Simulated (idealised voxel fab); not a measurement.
Process module, titled voxel lift off
Cross-section cut spans 215 nm and uses square cells 5 nm in size.
Cross-section format: a grid of square cells, given as bands from top to bottom; each band is one or more rows of cells. This entry defines a band. It first specifies the height of the band's top and the height of its bottom in nm, and then specifies the band's materials from left to right, stating each material with its width in nm. The word "full width" identifies a single material that fills the band from edge to edge, while the word "blank" identifies empty space. We count height from 0. Below that, the starting wafer is all one material. The lowest band never ends at the bottom but goes on down; see "top 0, no bottom" for how that is written. Graded width ("30->40"): value in top row of band = first number; value in bottom row = second number; row-to-row change constant. "no change" (step): cross-section cells unchanged, all of them. Closed-off voids of 8+ cells (no open route to the top) go in "Sealed-off cavities", written width x height at distance from the left edge, in nm. Heads up: the bit after the settings on a step's line is the simulator's remark on that step. overlay nm, on a step with a mask: how far to the right of its planned place the mask lay; to the left if negative.
Steps planned for the process:
1) RECEIVE,material Si
2) CONFORMAL_DEP,material Al2O3,thk nm 10
3) PATTERN,tone open,mask id LINES,material resist,width nm 25,pitch nm 45,thk nm 25,overlay nm 0
4) DIRECTIONAL_DEP,material Ru,thk nm 15
5) STRIP,etch materials resist
6) CONFORMAL_DEP,material SiCN,thk nm 5
Of two wafers, the first: run according to plan:
Wafer as received: cross-section following step 1:
  top 0, no bottom: Si full width
  Sealed-off cavities: none
Step 2 done - wafer cross-section:
  top 10, bottom 0: Al2O3 full width
  All layers under 0 are left as they were.
Step 3 done - wafer cross-section:
  top 35, bottom 10: resist: 25 / blank: 25 / resist: 20 / blank: 25 / resist: 20 / blank: 25 / resist: 20 / blank: 25 / resist: 30
  All layers under 10 are left as they were.
Step 4 done - wafer cross-section:
  top 50, bottom 35: Ru: 25 / blank: 25 / Ru: 20 / blank: 25 / Ru: 20 / blank: 25 / Ru: 20 / blank: 25 / Ru: 30
  top 35, bottom 25: resist: 25 / blank: 25 / resist: 20 / blank: 25 / resist: 20 / blank: 25 / resist: 20 / blank: 25 / resist: 30
  top 25, bottom 10: resist: 25 / Ru: 25 / resist: 20 / Ru: 25 / resist: 20 / Ru: 25 / resist: 20 / Ru: 25 / resist: 30
  All layers under 10 are left as they were.
Step 5 done - wafer cross-section:
  top 25, bottom 10: blank: 25 / Ru: 25 / blank: 20 / Ru: 25 / blank: 20 / Ru: 25 / blank: 20 / Ru: 25 / blank: 30
  All layers under 10 are left as they were.
Step 6 done - wafer cross-section:
  top 30, bottom 25: blank: 20 / SiCN: 35 / blank: 10 / SiCN: 35 / blank: 10 / SiCN: 35 / blank: 10 / SiCN: 35 / blank: 25
  top 25, bottom 15: blank: 20 / SiCN: 5 / Ru: 25 / SiCN: 5 / blank: 10 / SiCN: 5 / Ru: 25 / SiCN: 5 / blank: 10 / SiCN: 5 / Ru: 25 / SiCN: 5 / blank: 10 / SiCN: 5 / Ru: 25 / SiCN: 5 / blank: 25
  top 15, bottom 10: SiCN: 25 / Ru: 25 / SiCN: 20 / Ru: 25 / SiCN: 20 / Ru: 25 / SiCN: 20 / Ru: 25 / SiCN: 30
  All layers under 10 are left as they were.
Notes, second wafer: start = first wafer's, plan = first wafer's, execution had one mistake; history identical to first through step 2:
Second wafer, cut view, end of step 3 per plan:
  top 35, bottom 10: blank: 25 / resist: 25 / blank: 20 / resist: 25 / blank: 20 / resist: 25 / blank: 20 / resist: 25 / blank: 30
  All layers under 10 are left as they were.
Second wafer, cut view, end of step 4 per plan:
  top 50, bottom 35: blank: 25 / Ru: 25 / blank: 20 / Ru: 25 / blank: 20 / Ru: 25 / blank: 20 / Ru: 25 / blank: 30
  top 35, bottom 25: blank: 25 / resist: 25 / blank: 20 / resist: 25 / blank: 20 / resist: 25 / blank: 20 / resist: 25 / blank: 30
  top 25, bottom 10: Ru: 25 / resist: 25 / Ru: 20 / resist: 25 / Ru: 20 / resist: 25 / Ru: 20 / resist: 25 / Ru: 30
  All layers under 10 are left as they were.
Second wafer, cut view, end of step 5 per plan:
  top 25, bottom 10: Ru: 25 / blank: 25 / Ru: 20 / blank: 25 / Ru: 20 / blank: 25 / Ru: 20 / blank: 25 / Ru: 30
  All layers under 10 are left as they were.
Second wafer, cut view, end of step 6 per plan:
  top 30, bottom 25: SiCN: 30 / blank: 15 / SiCN: 30 / blank: 15 / SiCN: 30 / blank: 15 / SiCN: 30 / blank: 15 / SiCN: 35
  top 25, bottom 15: Ru: 25 / SiCN: 5 / blank: 15 / SiCN: 5 / Ru: 20 / SiCN: 5 / blank: 15 / SiCN: 5 / Ru: 20 / SiCN: 5 / blank: 15 / SiCN: 5 / Ru: 20 / SiCN: 5 / blank: 15 / SiCN: 5 / Ru: 30
  top 15, bottom 10: Ru: 25 / SiCN: 25 / Ru: 20 / SiCN: 25 / Ru: 20 / SiCN: 25 / Ru: 20 / SiCN: 25 / Ru: 30
  All layers under 10 are left as they were.
What was done differently from what was planned? in deviation from the planned setting, step 3 was conducted as PATTERN,tone cover,mask id LINES,material resist,width nm 25,pitch nm 45,thk nm 25,overlay nm 0
Materials where the second wafer ends with more or fewer cells than the first: Ru: 9 more
